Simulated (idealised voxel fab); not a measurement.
process module | voxel self aligned contacts
cross-section cut | 300 nm wide | cells 5 nm
A cross-section is a grid of square cells, given in bands from the top down. A band is one or more rows of cells.
Each band's line starts with the height of the band's top and of its bottom, in nm. Then come its materials from left to right, each with its width in nm. One material with "throughout" fills the band from edge to edge. "air" is empty space.
Height 0 is the level under which the wafer as received is all one material. The lowest band goes on downwards, as in "0 down".
A width such as "30 to 40" changes by the same amount from each row of cells to the next, from the band's top row to its bottom row.
"no change" after a step means that no cell of the cross-section changed.
closed voids: empty space of 8 cells or more with no open way to the top, each as width x height at its distance from the left edge, in nm
after a step's settings: what the simulator itself notes on the step
overlay nm, on a step with a mask: how far to the right of its planned place the mask lay; to the left if negative
plan
1 op RECEIVE | material Si
2 op OXIDIZE | depth nm 5
3 op DIRECTIONAL_DEP | material polySi | thk nm 25
4 op DIRECTIONAL_DEP | material SiN | thk nm 25
5 op MASKED_ETCH | tone cover | mask id GATE | width nm 30 | pitch nm 75 | etch materials SiN | depth nm 25 | overlay nm 0
6 op MASKED_ETCH | tone cover | mask id GATE | width nm 30 | pitch nm 75 | etch materials polySi | depth nm 25 | overlay nm 0
7 op CONFORMAL_DEP | material SiN | thk nm 10
8 op DIRECTIONAL_ETCH | etch materials SiN | depth nm 10
9 op FILL_DEP | material SiO2 | thk nm 15
10 op CMP | height nm 55
11 op PATTERN | tone open | mask id CONTACT | material resist | width nm 55 | pitch nm 75 | thk nm 15 | overlay nm 0
12 op DIRECTIONAL_ETCH | etch materials SiO2 | depth nm 60
13 op STRIP | etch materials resist
14 op CONFORMAL_DEP | material TiN | thk nm 5
15 op FILL_DEP | material W | thk nm 5
16 op CMP | height nm 55
17 op CONFORMAL_DEP | material SiN | thk nm 5
first wafer, as planned
as received, after step 1
  0 down: Si throughout
  closed voids: none
after step 2
  0 to -5: SiO2 throughout
  below -5: unchanged
after step 3
  25 to 0: polySi throughout
  below 0: unchanged
after step 4
  50 to 25: SiN throughout
  below 25: unchanged
after step 5
  50 to 25: air 60 | SiN 30 | air 45 | SiN 30 | air 45 | SiN 30 | air 60
  below 25: unchanged
after step 6
  50 to 25: air 60 | SiN 30 | air 45 | SiN 30 | air 45 | SiN 30 | air 60
  25 to 0: air 60 | polySi 30 | air 45 | polySi 30 | air 45 | polySi 30 | air 60
  below 0: unchanged
after step 7
  60 to 25: air 50 | SiN 50 | air 25 | SiN 50 | air 25 | SiN 50 | air 50
  25 to 10: air 50 | SiN 10 | polySi 30 | SiN 10 | air 25 | SiN 10 | polySi 30 | SiN 10 | air 25 | SiN 10 | polySi 30 | SiN 10 | air 50
  10 to 0: SiN 60 | polySi 30 | SiN 45 | polySi 30 | SiN 45 | polySi 30 | SiN 60
  below 0: unchanged
after step 8
  50 to 25: air 50 | SiN 50 | air 25 | SiN 50 | air 25 | SiN 50 | air 50
  25 to 0: air 50 | SiN 10 | polySi 30 | SiN 10 | air 25 | SiN 10 | polySi 30 | SiN 10 | air 25 | SiN 10 | polySi 30 | SiN 10 | air 50
  below 0: unchanged
after step 9
  65 to 50: SiO2 throughout
  50 to 25: SiO2 50 | SiN 50 | SiO2 25 | SiN 50 | SiO2 25 | SiN 50 | SiO2 50
  25 to 0: SiO2 50 | SiN 10 | polySi 30 | SiN 10 | SiO2 25 | SiN 10 | polySi 30 | SiN 10 | SiO2 25 | SiN 10 | polySi 30 | SiN 10 | SiO2 50
  below 0: unchanged
after step 10
  55 to 50: SiO2 throughout
  below 50: unchanged
after step 11
  70 to 55: resist 85 | air 55 | resist 20 | air 55 | resist 85
  below 55: unchanged
after step 12
  70 to 55: resist 85 | air 55 | resist 20 | air 55 | resist 85
  55 to 50: SiO2 85 | air 55 | SiO2 20 | air 55 | SiO2 85
  50 to 25: SiO2 50 | SiN 50 | air 25 | SiN 50 | air 25 | SiN 50 | SiO2 50
  25 to 0: SiO2 50 | SiN 10 | polySi 30 | SiN 10 | air 25 | SiN 10 | polySi 30 | SiN 10 | air 25 | SiN 10 | polySi 30 | SiN 10 | SiO2 50
  0 to -5: SiO2 100 | air 25 | SiO2 50 | air 25 | SiO2 100
  below -5: unchanged
after step 13
  55 to 50: SiO2 85 | air 55 | SiO2 20 | air 55 | SiO2 85
  below 50: unchanged
after step 14
  60 to 55: TiN 90 | air 45 | TiN 30 | air 45 | TiN 90
  55 to 50: SiO2 85 | TiN 20 | air 15 | TiN 20 | SiO2 20 | TiN 20 | air 15 | TiN 20 | SiO2 85
  50 to 25: SiO2 50 | SiN 50 | TiN 5 | air 15 | TiN 5 | SiN 50 | TiN 5 | air 15 | TiN 5 | SiN 50 | SiO2 50
  25 to 0: SiO2 50 | SiN 10 | polySi 30 | SiN 10 | TiN 5 | air 15 | TiN 5 | SiN 10 | polySi 30 | SiN 10 | TiN 5 | air 15 | TiN 5 | SiN 10 | polySi 30 | SiN 10 | SiO2 50
  0 to -5: SiO2 100 | TiN 25 | SiO2 50 | TiN 25 | SiO2 100
  below -5: unchanged
after step 15
  65 to 60: W throughout
  60 to 55: TiN 90 | W 45 | TiN 30 | W 45 | TiN 90
  55 to 50: SiO2 85 | TiN 20 | W 15 | TiN 20 | SiO2 20 | TiN 20 | W 15 | TiN 20 | SiO2 85
  50 to 25: SiO2 50 | SiN 50 | TiN 5 | W 15 | TiN 5 | SiN 50 | TiN 5 | W 15 | TiN 5 | SiN 50 | SiO2 50
  25 to 0: SiO2 50 | SiN 10 | polySi 30 | SiN 10 | TiN 5 | W 15 | TiN 5 | SiN 10 | polySi 30 | SiN 10 | TiN 5 | W 15 | TiN 5 | SiN 10 | polySi 30 | SiN 10 | SiO2 50
  below 0: unchanged
after step 16
  55 to 50: SiO2 85 | TiN 20 | W 15 | TiN 20 | SiO2 20 | TiN 20 | W 15 | TiN 20 | SiO2 85
  below 50: unchanged
after step 17
  60 to 55: SiN throughout
  below 55: unchanged
second wafer: like start, like plan, one mistake. Through step 2 it matches the first wafer
when step 3 should have ended
  25 to 0: SiN throughout
  below 0: unchanged
when step 4 should have ended
  50 to 25: polySi throughout
  below 25: unchanged
when step 5 should have ended: no change
when step 6 should have ended
  50 to 25: air 60 | polySi 30 | air 45 | polySi 30 | air 45 | polySi 30 | air 60
  below 25: unchanged
when step 7 should have ended
  60 to 50: air 50 | SiN 50 | air 25 | SiN 50 | air 25 | SiN 50 | air 50
  50 to 35: air 50 | SiN 10 | polySi 30 | SiN 10 | air 25 | SiN 10 | polySi 30 | SiN 10 | air 25 | SiN 10 | polySi 30 | SiN 10 | air 50
  35 to 25: SiN 60 | polySi 30 | SiN 45 | polySi 30 | SiN 45 | polySi 30 | SiN 60
  below 25: unchanged
when step 8 should have ended
  50 to 25: air 50 | SiN 10 | polySi 30 | SiN 10 | air 25 | SiN 10 | polySi 30 | SiN 10 | air 25 | SiN 10 | polySi 30 | SiN 10 | air 50
  below 25: unchanged
when step 9 should have ended
  65 to 50: SiO2 throughout
  50 to 25: SiO2 50 | SiN 10 | polySi 30 | SiN 10 | SiO2 25 | SiN 10 | polySi 30 | SiN 10 | SiO2 25 | SiN 10 | polySi 30 | SiN 10 | SiO2 50
  below 25: unchanged
when step 10 should have ended
  55 to 50: SiO2 throughout
  below 50: unchanged
when step 11 should have ended
  70 to 55: resist 85 | air 55 | resist 20 | air 55 | resist 85
  below 55: unchanged
when step 12 should have ended
  70 to 55: resist 85 | air 55 | resist 20 | air 55 | resist 85
  55 to 50: SiO2 85 | air 55 | SiO2 20 | air 55 | SiO2 85
  50 to 25: SiO2 50 | SiN 10 | polySi 30 | SiN 10 | air 25 | SiN 10 | polySi 30 | SiN 10 | air 25 | SiN 10 | polySi 30 | SiN 10 | SiO2 50
  below 25: unchanged
when step 13 should have ended
  55 to 50: SiO2 85 | air 55 | SiO2 20 | air 55 | SiO2 85
  below 50: unchanged
when step 14 should have ended
  60 to 55: TiN 90 | air 45 | TiN 30 | air 45 | TiN 90
  55 to 50: SiO2 85 | TiN 20 | air 15 | TiN 20 | SiO2 20 | TiN 20 | air 15 | TiN 20 | SiO2 85
  50 to 30: SiO2 50 | SiN 10 | polySi 30 | SiN 10 | TiN 5 | air 15 | TiN 5 | SiN 10 | polySi 30 | SiN 10 | TiN 5 | air 15 | TiN 5 | SiN 10 | polySi 30 | SiN 10 | SiO2 50
  30 to 25: SiO2 50 | SiN 10 | polySi 30 | SiN 10 | TiN 25 | SiN 10 | polySi 30 | SiN 10 | TiN 25 | SiN 10 | polySi 30 | SiN 10 | SiO2 50
  below 25: unchanged
when step 15 should have ended
  65 to 60: W throughout
  60 to 55: TiN 90 | W 45 | TiN 30 | W 45 | TiN 90
  55 to 50: SiO2 85 | TiN 20 | W 15 | TiN 20 | SiO2 20 | TiN 20 | W 15 | TiN 20 | SiO2 85
  50 to 30: SiO2 50 | SiN 10 | polySi 30 | SiN 10 | TiN 5 | W 15 | TiN 5 | SiN 10 | polySi 30 | SiN 10 | TiN 5 | W 15 | TiN 5 | SiN 10 | polySi 30 | SiN 10 | SiO2 50
  below 30: unchanged
when step 16 should have ended
  55 to 50: SiO2 85 | TiN 20 | W 15 | TiN 20 | SiO2 20 | TiN 20 | W 15 | TiN 20 | SiO2 85
  below 50: unchanged
when step 17 should have ended
  60 to 55: SiN throughout
  below 55: unchanged
what went wrong: steps 3 and 4 were swapped
at the end the second wafer has, in cells: 150 more of SiN | 90 fewer of SiO2 | 24 fewer of TiN | 36 fewer of W
